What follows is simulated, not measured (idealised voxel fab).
Proc. module: voxel transistor to metal
Cross-section cut spans 170 nm and uses square cells 5 nm in size.
Just so we're on the same page, the cross-sections are grids of square cells, and they're listed out in bands top to bottom, each band one or more rows deep.
Band: top and bottom heights (nm) first, top before bottom; then materials from left to right, widths in nm. "all across" marks a sole material filling the band edge to edge. "blank" denotes empty space.
Height datum 0, below which the as-received substrate wafer is one material. Lowest band open at the bottom, running downward: "0 -> down".
So if you see something like "30->40" for the width, read it as the top row of the band sitting at the first number and the bottom row at the second, with every row in between moving by the same amount as the last.
Step note "no alteration" = no cross-section cell changed.
The entry "Fully sealed voids" lists the empty spaces that cover at least 8 cells and have no open path to the top. Each is written as width x height at distance, where the distance is measured from the left edge and all three values are in nm.
after a step's settings: what the simulator itself notes on the step
The "overlay nm" setting may appear on a step's line; for a step that uses a mask, it gives how far to the right of its planned position the mask lay, and a negative value indicates the left.
## Set out below are the planned steps of the process
1: RECEIVE | material Si
2: CONFORMAL_DEP | material SiO2 | thk nm 5
3: CONFORMAL_DEP | material SiN | thk nm 15
4: MASKED_ETCH | tone cover | mask id ACTIVE | width nm 95 | etch materials SiN | depth nm 15 | overlay nm 0
5: MASKED_ETCH | tone cover | mask id ACTIVE | width nm 95 | etch materials SiO2 | depth nm 5 | overlay nm 0
6: MASKED_ETCH | tone cover | mask id ACTIVE | width nm 95 | etch materials Si | depth nm 20 | overlay nm 0
7: OXIDIZE | depth nm 5
8: FILL_DEP | material SiO2 | thk nm 15
9: CMP | height nm 20
10: SELECTIVE_ETCH | etch materials SiO2 | depth nm 10
11: STRIP | etch materials SiN
12: SELECTIVE_ETCH | etch materials SiO2 | depth nm 5
13: OXIDIZE | depth nm 5
14: DIRECTIONAL_DEP | material polySi | thk nm 30
15: DIRECTIONAL_DEP | material SiCN | thk nm 10
16: PATTERN | tone cover | mask id GATE | material resist | width nm 15 | thk nm 20 | overlay nm 0
17: DIRECTIONAL_ETCH | etch materials SiCN | depth nm 20
18: DIRECTIONAL_ETCH | etch materials polySi | depth nm 40
19: STRIP | etch materials resist
20: CONFORMAL_DEP | material SiN | thk nm 10
21: DIRECTIONAL_ETCH | etch materials SiN | depth nm 10
22: DIRECTIONAL_ETCH | etch materials SiO2 | depth nm 5
23: DIRECTIONAL_ETCH | etch materials Si | depth nm 5
24: EPI | material pSi | thk nm 10
25: FILL_DEP | material SiO2 | thk nm 5
26: CMP | height nm 40
27: DIRECTIONAL_DEP | material SiO2 | thk nm 15
28: MASKED_ETCH | tone open | mask id CONTACT | width nm 15 | pitch nm 60 | etch materials SiO2 | depth nm 55 | overlay nm 0
29: CONFORMAL_DEP | material TiN | thk nm 5
30: FILL_DEP | material Ru | thk nm 10
31: CMP | height nm 55
32: CONFORMAL_DEP | material SiN | thk nm 5
33: DIRECTIONAL_DEP | material SiO2 | thk nm 25
34: PATTERN | tone open | mask id METAL_1 | material resist | width nm 15 | pitch nm 60 | thk nm 15 | overlay nm 0
35: DIRECTIONAL_ETCH | etch materials SiO2 | depth nm 25
36: DIRECTIONAL_ETCH | etch materials SiN | depth nm 5
37: STRIP | etch materials resist
38: CONFORMAL_DEP | material TiN | thk nm 5
39: FILL_DEP | material Cu | thk nm 5
40: CMP | height nm 85
41: CONFORMAL_DEP | material SiCN | thk nm 5
## First wafer of two (run as planned)
## Cross-sectional view of the wafer in its as-received condition, corresponding to the state after step 1
    0 -> down: Si all across
    Fully sealed voids: none
## You're looking at a cross-section of the wafer after step 2
    5 -> 0: SiO2 all across
    Everything under 0 stays put, no change at all.
## You're looking at a cross-section of the wafer after step 3
    20 -> 5: SiN all across
    Everything under 5 stays put, no change at all.
## You're looking at a cross-section of the wafer after step 4
    20 -> 5: blank=35, then SiN=95, then blank=40
    Everything under 5 stays put, no change at all.
## You're looking at a cross-section of the wafer after step 5
    20 -> 5: blank=35, then SiN=95, then blank=40
    5 -> 0: blank=35, then SiO2=95, then blank=40
    Everything under 0 stays put, no change at all.
## You're looking at a cross-section of the wafer after step 6
    20 -> 5: blank=35, then SiN=95, then blank=40
    5 -> 0: blank=35, then SiO2=95, then blank=40
    0 -> -20: blank=35, then Si=95, then blank=40
    Everything under -20 stays put, no change at all.
## You're looking at a cross-section of the wafer after step 7
    20 -> 5: blank=35, then SiN=95, then blank=40
    5 -> 0: blank=35, then SiO2=95, then blank=40
    0 -> -20: blank=35, then SiO2=5, then Si=85, then SiO2=5, then blank=40
    -20 -> -25: SiO2=40, then Si=85, then SiO2=45
    Everything under -25 stays put, no change at all.
## You're looking at a cross-section of the wafer after step 8
    35 -> 20: SiO2 all across
    20 -> 5: SiO2=35, then SiN=95, then SiO2=40
    5 -> 0: SiO2 all across
    0 -> -25: SiO2=40, then Si=85, then SiO2=45
    Everything under -25 stays put, no change at all.
## You're looking at a cross-section of the wafer after step 9
    20 -> 5: SiO2=35, then SiN=95, then SiO2=40
    Everything under 5 stays put, no change at all.
## You're looking at a cross-section of the wafer after step 10
    20 -> 10: blank=35, then SiN=95, then blank=40
    Everything under 10 stays put, no change at all.
## You're looking at a cross-section of the wafer after step 11
    10 -> 5: SiO2=35, then blank=95, then SiO2=40
    Everything under 5 stays put, no change at all.
## You're looking at a cross-section of the wafer after step 12
    5 -> 0: SiO2=30, then blank=105, then SiO2=35
    Everything under 0 stays put, no change at all.
## You're looking at a cross-section of the wafer after step 13
    5 -> 0: SiO2=30, then blank=105, then SiO2=35
    0 -> -5: SiO2 all across
    Everything under -5 stays put, no change at all.
## You're looking at a cross-section of the wafer after step 14
    35 -> 30: polySi=30, then blank=105, then polySi=35
    30 -> 5: polySi all across
    5 -> 0: SiO2=30, then polySi=105, then SiO2=35
    Everything under 0 stays put, no change at all.
## You're looking at a cross-section of the wafer after step 15
    45 -> 40: SiCN=30, then blank=105, then SiCN=35
    40 -> 35: SiCN all across
    35 -> 30: polySi=30, then SiCN=105, then polySi=35
    Everything under 30 stays put, no change at all.
## You're looking at a cross-section of the wafer after step 16
    65 -> 45: blank=75, then resist=15, then blank=80
    45 -> 40: SiCN=30, then blank=45, then resist=15, then blank=45, then SiCN=35
    Everything under 40 stays put, no change at all.
## You're looking at a cross-section of the wafer after step 17
    65 -> 40: blank=75, then resist=15, then blank=80
    40 -> 35: blank=75, then SiCN=15, then blank=80
    35 -> 30: polySi=30, then blank=45, then SiCN=15, then blank=45, then polySi=35
    Everything under 30 stays put, no change at all.
## You're looking at a cross-section of the wafer after step 18
    65 -> 40: blank=75, then resist=15, then blank=80
    40 -> 30: blank=75, then SiCN=15, then blank=80
    30 -> 5: blank=75, then polySi=15, then blank=80
    5 -> 0: SiO2=30, then blank=45, then polySi=15, then blank=45, then SiO2=35
    Everything under 0 stays put, no change at all.
## You're looking at a cross-section of the wafer after step 19
    40 -> 30: blank=75, then SiCN=15, then blank=80
    Everything under 30 stays put, no change at all.
## You're looking at a cross-section of the wafer after step 20
    50 -> 40: blank=65, then SiN=35, then blank=70
    40 -> 30: blank=65, then SiN=10, then SiCN=15, then SiN=10, then blank=70
    30 -> 15: blank=65, then SiN=10, then polySi=15, then SiN=10, then blank=70
    15 -> 10: SiN=40, then blank=25, then SiN=10, then polySi=15, then SiN=10, then blank=25, then SiN=45
    10 -> 5: SiN=75, then polySi=15, then SiN=80
    5 -> 0: SiO2=30, then SiN=45, then polySi=15, then SiN=45, then SiO2=35
    Everything under 0 stays put, no change at all.
## You're looking at a cross-section of the wafer after step 21
    40 -> 30: blank=65, then SiN=10, then SiCN=15, then SiN=10, then blank=70
    30 -> 5: blank=65, then SiN=10, then polySi=15, then SiN=10, then blank=70
    5 -> 0: SiO2=30, then SiN=10, then blank=25, then SiN=10, then polySi=15, then SiN=10, then blank=25, then SiN=10, then SiO2=35
    Everything under 0 stays put, no change at all.
## You're looking at a cross-section of the wafer after step 22
    40 -> 30: blank=65, then SiN=10, then SiCN=15, then SiN=10, then blank=70
    30 -> 5: blank=65, then SiN=10, then polySi=15, then SiN=10, then blank=70
    5 -> 0: blank=30, then SiN=10, then blank=25, then SiN=10, then polySi=15, then SiN=10, then blank=25, then SiN=10, then blank=35
    0 -> -5: SiO2=40, then blank=25, then SiO2=35, then blank=25, then SiO2=45
    Everything under -5 stays put, no change at all.
## You're looking at a cross-section of the wafer after step 23
    40 -> 30: blank=65, then SiN=10, then SiCN=15, then SiN=10, then blank=70
    30 -> 5: blank=65, then SiN=10, then polySi=15, then SiN=10, then blank=70
    5 -> 0: blank=30, then SiN=10, then blank=25, then SiN=10, then polySi=15, then SiN=10, then blank=25, then SiN=10, then blank=35
    0 -> -5: SiO2=40, then blank=25, then SiO2=35, then blank=25, then SiO2=45
    -5 -> -10: SiO2=40, then blank=25, then Si=35, then blank=25, then SiO2=45
    Everything under -10 stays put, no change at all.
## You're looking at a cross-section of the wafer after step 24
    40 -> 30: blank=65, then SiN=10, then SiCN=15, then SiN=10, then blank=70
    30 -> 5: blank=65, then SiN=10, then polySi=15, then SiN=10, then blank=70
    5 -> 0: blank=30, then SiN=10, then blank=15, then pSi=10, then SiN=10, then polySi=15, then SiN=10, then pSi=10, then blank=15, then SiN=10, then blank=35
    0 -> -5: SiO2=40, then pSi=25, then SiO2=35, then pSi=25, then SiO2=45
    -5 -> -10: SiO2=40, then pSi=25, then Si=35, then pSi=25, then SiO2=45
    Everything under -10 stays put, no change at all.
## You're looking at a cross-section of the wafer after step 25
    45 -> 40: SiO2 all across
    40 -> 30: SiO2=65, then SiN=10, then SiCN=15, then SiN=10, then SiO2=70
    30 -> 5: SiO2=65, then SiN=10, then polySi=15, then SiN=10, then SiO2=70
    5 -> 0: SiO2=30, then SiN=10, then SiO2=15, then pSi=10, then SiN=10, then polySi=15, then SiN=10, then pSi=10, then SiO2=15, then SiN=10, then SiO2=35
    Everything under 0 stays put, no change at all.
## You're looking at a cross-section of the wafer after step 26
    40 -> 30: SiO2=65, then SiN=10, then SiCN=15, then SiN=10, then SiO2=70
    Everything under 30 stays put, no change at all.
## You're looking at a cross-section of the wafer after step 27
    55 -> 40: SiO2 all across
    Everything under 40 stays put, no change at all.
## You're looking at a cross-section of the wafer after step 28
    55 -> 40: SiO2=45, then blank=15, then SiO2=45, then blank=15, then SiO2=50
    40 -> 30: SiO2=45, then blank=15, then SiO2=5, then SiN=10, then SiCN=15, then SiN=10, then SiO2=5, then blank=15, then SiO2=50
    30 -> 5: SiO2=45, then blank=15, then SiO2=5, then SiN=10, then polySi=15, then SiN=10, then SiO2=5, then blank=15, then SiO2=50
    5 -> 0: SiO2=30, then SiN=10, then SiO2=5, then blank=10, then pSi=10, then SiN=10, then polySi=15, then SiN=10, then pSi=10, then blank=10, then SiO2=5, then SiN=10, then SiO2=35
    Everything under 0 stays put, no change at all.
## You're looking at a cross-section of the wafer after step 29
    60 -> 55: TiN=50, then blank=5, then TiN=55, then blank=5, then TiN=55
    55 -> 40: SiO2=45, then TiN=5, then blank=5, then TiN=5, then SiO2=45, then TiN=5, then blank=5, then TiN=5, then SiO2=50
    40 -> 30: SiO2=45, then TiN=5, then blank=5, then TiN=5, then SiO2=5, then SiN=10, then SiCN=15, then SiN=10, then SiO2=5, then TiN=5, then blank=5, then TiN=5, then SiO2=50
    30 -> 10: SiO2=45, then TiN=5, then blank=5, then TiN=5, then SiO2=5, then SiN=10, then polySi=15, then SiN=10, then SiO2=5, then TiN=5, then blank=5, then TiN=5, then SiO2=50
    10 -> 5: SiO2=45, then TiN=15, then SiO2=5, then SiN=10, then polySi=15, then SiN=10, then SiO2=5, then TiN=15, then SiO2=50
    5 -> 0: SiO2=30, then SiN=10, then SiO2=5, then TiN=10, then pSi=10, then SiN=10, then polySi=15, then SiN=10, then pSi=10, then TiN=10, then SiO2=5, then SiN=10, then SiO2=35
    Everything under 0 stays put, no change at all.
## You're looking at a cross-section of the wafer after step 30
    70 -> 60: Ru all across
    60 -> 55: TiN=50, then Ru=5, then TiN=55, then Ru=5, then TiN=55
    55 -> 40: SiO2=45, then TiN=5, then Ru=5, then TiN=5, then SiO2=45, then TiN=5, then Ru=5, then TiN=5, then SiO2=50
    40 -> 30: SiO2=45, then TiN=5, then Ru=5, then TiN=5, then SiO2=5, then SiN=10, then SiCN=15, then SiN=10, then SiO2=5, then TiN=5, then Ru=5, then TiN=5, then SiO2=50
    30 -> 10: SiO2=45, then TiN=5, then Ru=5, then TiN=5, then SiO2=5, then SiN=10, then polySi=15, then SiN=10, then SiO2=5, then TiN=5, then Ru=5, then TiN=5, then SiO2=50
    Everything under 10 stays put, no change at all.
## You're looking at a cross-section of the wafer after step 31
    55 -> 40: SiO2=45, then TiN=5, then Ru=5, then TiN=5, then SiO2=45, then TiN=5, then Ru=5, then TiN=5, then SiO2=50
    Everything under 40 stays put, no change at all.
## You're looking at a cross-section of the wafer after step 32
    60 -> 55: SiN all across
    Everything under 55 stays put, no change at all.
## You're looking at a cross-section of the wafer after step 33
    85 -> 60: SiO2 all across
    Everything under 60 stays put, no change at all.
## You're looking at a cross-section of the wafer after step 34
    100 -> 85: resist=45, then blank=15, then resist=45, then blank=15, then resist=50
    Everything under 85 stays put, no change at all.
## You're looking at a cross-section of the wafer after step 35
    100 -> 85: resist=45, then blank=15, then resist=45, then blank=15, then resist=50
    85 -> 60: SiO2=45, then blank=15, then SiO2=45, then blank=15, then SiO2=50
    Everything under 60 stays put, no change at all.
## You're looking at a cross-section of the wafer after step 36
    100 -> 85: resist=45, then blank=15, then resist=45, then blank=15, then resist=50
    85 -> 60: SiO2=45, then blank=15, then SiO2=45, then blank=15, then SiO2=50
    60 -> 55: SiN=45, then blank=15, then SiN=45, then blank=15, then SiN=50
    Everything under 55 stays put, no change at all.
## You're looking at a cross-section of the wafer after step 37
    85 -> 60: SiO2=45, then blank=15, then SiO2=45, then blank=15, then SiO2=50
    Everything under 60 stays put, no change at all.
## You're looking at a cross-section of the wafer after step 38
    90 -> 85: TiN=50, then blank=5, then TiN=55, then blank=5, then TiN=55
    85 -> 60: SiO2=45, then TiN=5, then blank=5, then TiN=5, then SiO2=45, then TiN=5, then blank=5, then TiN=5, then SiO2=50
    60 -> 55: SiN=45, then TiN=15, then SiN=45, then TiN=15, then SiN=50
    Everything under 55 stays put, no change at all.
## You're looking at a cross-section of the wafer after step 39
    95 -> 90: Cu all across
    90 -> 85: TiN=50, then Cu=5, then TiN=55, then Cu=5, then TiN=55
    85 -> 60: SiO2=45, then TiN=5, then Cu=5, then TiN=5, then SiO2=45, then TiN=5, then Cu=5, then TiN=5, then SiO2=50
    Everything under 60 stays put, no change at all.
## You're looking at a cross-section of the wafer after step 40
    85 -> 60: SiO2=45, then TiN=5, then Cu=5, then TiN=5, then SiO2=45, then TiN=5, then Cu=5, then TiN=5, then SiO2=50
    Everything under 60 stays put, no change at all.
## You're looking at a cross-section of the wafer after step 41
    90 -> 85: SiCN all across
    Everything under 85 stays put, no change at all.
## Wafer two: like wafer one in start and plan, but with one mistake in execution; identical up to and including step 27
## Second wafer profile in section, at the moment step 28 of the plan was meant to be complete
    55 -> 40: SiO2=55, then blank=15, then SiO2=45, then blank=15, then SiO2=40
    40 -> 30: SiO2=55, then blank=10, then SiN=10, then SiCN=15, then SiN=10, then SiO2=15, then blank=15, then SiO2=40
    30 -> 5: SiO2=55, then blank=10, then SiN=10, then polySi=15, then SiN=10, then SiO2=15, then blank=15, then SiO2=40
    5 -> 0: SiO2=30, then SiN=10, then SiO2=15, then pSi=10, then SiN=10, then polySi=15, then SiN=10, then pSi=10, then SiO2=5, then blank=10, then SiN=10, then SiO2=35
    Everything under 0 stays put, no change at all.
## Second wafer profile in section, at the moment step 29 of the plan was meant to be complete
    60 -> 55: TiN=60, then blank=5, then TiN=55, then blank=5, then TiN=45
    55 -> 45: SiO2=55, then TiN=5, then blank=5, then TiN=5, then SiO2=45, then TiN=5, then blank=5, then TiN=5, then SiO2=40
    45 -> 40: SiO2=55, then TiN=15, then SiO2=45, then TiN=5, then blank=5, then TiN=5, then SiO2=40
    40 -> 30: SiO2=55, then TiN=10, then SiN=10, then SiCN=15, then SiN=10, then SiO2=15, then TiN=5, then blank=5, then TiN=5, then SiO2=40
    30 -> 10: SiO2=55, then TiN=10, then SiN=10, then polySi=15, then SiN=10, then SiO2=15, then TiN=5, then blank=5, then TiN=5, then SiO2=40
    10 -> 5: SiO2=55, then TiN=10, then SiN=10, then polySi=15, then SiN=10, then SiO2=15, then TiN=15, then SiO2=40
    5 -> 0: SiO2=30, then SiN=10, then SiO2=15, then pSi=10, then SiN=10, then polySi=15, then SiN=10, then pSi=10, then SiO2=5, then TiN=10, then SiN=10, then SiO2=35
    Everything under 0 stays put, no change at all.
## Second wafer profile in section, at the moment step 30 of the plan was meant to be complete
    70 -> 60: Ru all across
    60 -> 55: TiN=60, then Ru=5, then TiN=55, then Ru=5, then TiN=45
    55 -> 45: SiO2=55, then TiN=5, then Ru=5, then TiN=5, then SiO2=45, then TiN=5, then Ru=5, then TiN=5, then SiO2=40
    45 -> 40: SiO2=55, then TiN=15, then SiO2=45, then TiN=5, then Ru=5, then TiN=5, then SiO2=40
    40 -> 30: SiO2=55, then TiN=10, then SiN=10, then SiCN=15, then SiN=10, then SiO2=15, then TiN=5, then Ru=5, then TiN=5, then SiO2=40
    30 -> 10: SiO2=55, then TiN=10, then SiN=10, then polySi=15, then SiN=10, then SiO2=15, then TiN=5, then Ru=5, then TiN=5, then SiO2=40
    Everything under 10 stays put, no change at all.
## Second wafer profile in section, at the moment step 31 of the plan was meant to be complete
    55 -> 45: SiO2=55, then TiN=5, then Ru=5, then TiN=5, then SiO2=45, then TiN=5, then Ru=5, then TiN=5, then SiO2=40
    Everything under 45 stays put, no change at all.
## Second wafer profile in section, at the moment step 32 of the plan was meant to be complete
    60 -> 55: SiN all across
    Everything under 55 stays put, no change at all.
## Second wafer profile in section, at the moment step 33 of the plan was meant to be complete
    85 -> 60: SiO2 all across
    Everything under 60 stays put, no change at all.
## Second wafer profile in section, at the moment step 34 of the plan was meant to be complete
    100 -> 85: resist=45, then blank=15, then resist=45, then blank=15, then resist=50
    Everything under 85 stays put, no change at all.
## Second wafer profile in section, at the moment step 35 of the plan was meant to be complete
    100 -> 85: resist=45, then blank=15, then resist=45, then blank=15, then resist=50
    85 -> 60: SiO2=45, then blank=15, then SiO2=45, then blank=15, then SiO2=50
    Everything under 60 stays put, no change at all.
## Second wafer profile in section, at the moment step 36 of the plan was meant to be complete
    100 -> 85: resist=45, then blank=15, then resist=45, then blank=15, then resist=50
    85 -> 60: SiO2=45, then blank=15, then SiO2=45, then blank=15, then SiO2=50
    60 -> 55: SiN=45, then blank=15, then SiN=45, then blank=15, then SiN=50
    Everything under 55 stays put, no change at all.
## Second wafer profile in section, at the moment step 37 of the plan was meant to be complete
    85 -> 60: SiO2=45, then blank=15, then SiO2=45, then blank=15, then SiO2=50
    Everything under 60 stays put, no change at all.
## Second wafer profile in section, at the moment step 38 of the plan was meant to be complete
    90 -> 85: TiN=50, then blank=5, then TiN=55, then blank=5, then TiN=55
    85 -> 60: SiO2=45, then TiN=5, then blank=5, then TiN=5, then SiO2=45, then TiN=5, then blank=5, then TiN=5, then SiO2=50
    60 -> 55: SiN=45, then TiN=15, then SiN=45, then TiN=15, then SiN=50
    Everything under 55 stays put, no change at all.
## Second wafer profile in section, at the moment step 39 of the plan was meant to be complete
    95 -> 90: Cu all across
    90 -> 85: TiN=50, then Cu=5, then TiN=55, then Cu=5, then TiN=55
    85 -> 60: SiO2=45, then TiN=5, then Cu=5, then TiN=5, then SiO2=45, then TiN=5, then Cu=5, then TiN=5, then SiO2=50
    Everything under 60 stays put, no change at all.
## Second wafer profile in section, at the moment step 40 of the plan was meant to be complete
    85 -> 60: SiO2=45, then TiN=5, then Cu=5, then TiN=5, then SiO2=45, then TiN=5, then Cu=5, then TiN=5, then SiO2=50
    Everything under 60 stays put, no change at all.
## Second wafer profile in section, at the moment step 41 of the plan was meant to be complete
    90 -> 85: SiCN all across
    Everything under 85 stays put, no change at all.
Finding, execution versus plan: step 28 off recipe, ran as MASKED_ETCH | tone open | mask id CONTACT | width nm 15 | pitch nm 60 | etch materials SiO2 | depth nm 55 | overlay nm 10
Once processing is complete, comparing cell counts shows that the second wafer has more or fewer of certain materials than the first: -7 Ru; +9 SiO2; -2 TiN
